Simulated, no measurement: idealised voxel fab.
The process module that follows is named voxel double patterning.
Pictured: cross-section cut, 160 nm wide, on a grid of 5 nm square cells.
Each cross-section below is a grid of square cells, stated as bands in top-down order, with one or more rows of cells making up each band. Quick guide to a band line: top height, bottom height (nm) up front; then every material left to right with its width in nm. Only one material and it's marked "everywhere"? Then it fills the band edge to edge. And "blank" just means empty space. Zero point of the height axis is 0; under it, received wafer = one material. Lowest band: continues down indefinitely, "z 0 and below". Read "30 to 40" as a graded width: first number on top, second number at the bottom, same change between each pair of neighbouring rows. You'll sometimes find "nothing altered" written for a step, and that's the way of saying that nowhere in the cross-section did a cell change during that step. Voids not open to the top, 8 cells minimum: see "Enclosed void listing". Written width x height at distance; distance is from the left edge; nm. On a step's line, text after the settings is the simulator commenting on that step. What "overlay nm" on a step's line means: if the step has a mask, that mask lay this far to the right of its planned place, or, when the value is negative, to the left.
Set out below are the planned steps of the process
1) RECEIVE | material Si
2) CONFORMAL_DEP | material SiO2 | thk nm 10
3) DIRECTIONAL_DEP | material W | thk nm 20
4) DIRECTIONAL_DEP | material SiCN | thk nm 5
5) MASKED_ETCH | tone open | mask id FIRST | width nm 15 | pitch nm 50 | etch materials SiCN | depth nm 5 | overlay nm 0
6) MASKED_ETCH | tone open | mask id SECOND | width nm 15 | pitch nm 50 | etch materials SiCN | depth nm 5 | overlay nm 0
7) DIRECTIONAL_ETCH | etch materials W | depth nm 20
8) STRIP | etch materials SiCN
This is the cross-section of the wafer as we received it, i.e. after step 1
	z 0 and below | Si everywhere
	Enclosed void listing: none
End-of-module XS, first of two wafers, run as planned
	z 30 to 10 | W 20 / blank 15 / W 10 / blank 15 / W 10 / blank 15 / W 10 / blank 15 / W 10 / blank 15 / W 25
	z 10 to 0 | SiO2 everywhere
	z 0 and below | Si everywhere
	Enclosed void listing: none
So this is wafer number two of the two, cut at the end of the module - it started where the first did and had the same plan, we just got one thing wrong running it
	z 30 to 10 | W 20 / blank 15 / W 10 / blank 20 / W 5 / blank 15 / W 10 / blank 20 / W 5 / blank 15 / W 25
	z 10 to 0 | SiO2 everywhere
	z 0 and below | Si everywhere
	Enclosed void listing: none
Plan not followed: heads up, step 6 didn't go per plan, it actually ran as MASKED_ETCH | tone open | mask id SECOND | width nm 20 | pitch nm 50 | etch materials SiCN | depth nm 5 | overlay nm 0
Final wafer comparison in cells, second versus first, more or fewer per material: W -8
